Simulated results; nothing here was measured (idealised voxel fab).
Process module under the name voxel gate over fins
The cross-section shown here is cut; it is 270 nm wide and divided into square cells measuring 5 nm on a side.
Cross-section layout: square cells on a grid; listed as bands, top to bottom; a band spans one or more cell rows. Heights first: top, then bottom, in nm. Then materials, left to right, each with a width in nm. "throughout" on a single material: fills the band edge to edge. "blank": empty space. All heights in this document are referenced to 0, defined as the level beneath which the wafer, as received, consists entirely of one material. The lowest band is not bounded below; it extends indefinitely downward and is written in the form "0..down". It should be noted that a width expressed as "30..40" varies in equal increments from row to row of cells within the band, taking the value of the first number at the top row and that of the second number at the bottom row. It should be understood that the words "remains unaltered", when stated for a given step, signify that the cross-section underwent no change in any of its cells during that step. This entry, "Enclosed void listing", enumerates those empty regions of no fewer than 8 cells that possess no open connection to the top. Each region is reported in the form width x height at distance, the distance being taken from the left edge, with all three quantities expressed in nm. Formally, on a step line, whatever follows the settings is a remark that the simulator itself makes on the step. "overlay nm", when on a step's line for a step with a mask, measures how far to the right of its planned place the mask lay; a negative measure means to the left.
**Process steps (planned)**
1. RECEIVE with material Si
2. CONFORMAL_DEP with material SiN, thk nm 5
3. DIRECTIONAL_DEP with material aC, thk nm 10
4. PATTERN with tone cover, mask id FINS, material resist, width nm 15, pitch nm 50, thk nm 30, overlay nm 0
5. DIRECTIONAL_ETCH with etch materials aC, depth nm 10
6. STRIP with etch materials resist
7. DIRECTIONAL_ETCH with etch materials SiN, depth nm 5
8. DIRECTIONAL_ETCH with etch materials Si, depth nm 40
9. STRIP with etch materials aC
10. FILL_DEP with material SiO2, thk nm 5
11. CMP with height nm 5
12. PATTERN with tone open, mask id RAIL, material resist, width nm 15, thk nm 20, overlay nm 0
13. DIRECTIONAL_ETCH with etch materials SiO2, depth nm 40
14. STRIP with etch materials resist
15. CONFORMAL_DEP with material TiN, thk nm 5
16. FILL_DEP with material W, thk nm 5
17. CMP with height nm 5
18. SELECTIVE_ETCH with etch materials W Ru TiN, depth nm 20
19. FILL_DEP with material SiO2, thk nm 5
20. CMP with height nm 5
21. SELECTIVE_ETCH with etch materials SiO2, depth nm 15
22. STRIP with etch materials SiN
23. CONFORMAL_DEP with material HfO2, thk nm 5
24. CONFORMAL_DEP with material TiN, thk nm 5
25. FILL_DEP with material W, thk nm 10
26. CMP with height nm 15
27. CONFORMAL_DEP with material SiCN, thk nm 5
**Cross-sectional view of the wafer in its as-received condition, corresponding to the state after step 1**
0..down = Si throughout
Enclosed void listing: none
**End-of-module cross-section. Starting structure and process plan as above; one mistake made in running it**
20..15 = SiCN throughout
15..10 = W throughout
10..5 = 90 of W / 35 of TiN / 15 of W / 35 of TiN / 95 of W
5..0 = 90 of W / 5 of TiN / 25 of HfO2 / 5 of TiN / 15 of W / 5 of TiN / 25 of HfO2 / 5 of TiN / 95 of W
0..-5 = 95 of TiN / 5 of HfO2 / 15 of Si / 5 of HfO2 / 25 of TiN / 5 of HfO2 / 15 of Si / 5 of HfO2 / 100 of TiN
-5..-10 = 100 of HfO2 / 15 of Si / 35 of HfO2 / 15 of Si / 105 of HfO2
-10..-15 = 100 of SiO2 / 15 of Si / 35 of SiO2 / 15 of Si / 105 of SiO2
-15..-30 = 100 of SiO2 / 15 of Si / 5 of TiN / 5 of W / 5 of TiN / 20 of SiO2 / 15 of Si / 105 of SiO2
-30..-35 = 100 of SiO2 / 15 of Si / 15 of TiN / 20 of SiO2 / 15 of Si / 105 of SiO2
-35..-40 = 100 of SiO2 / 15 of Si / 35 of SiO2 / 15 of Si / 105 of SiO2
-40..down = Si throughout
Enclosed void listing: none
Deviation noted in wafer processing: for step 12, the planned setting was not used; the step was instead run as PATTERN with tone open, mask id RAIL, material resist, width nm 15, thk nm 20, overlay nm -10
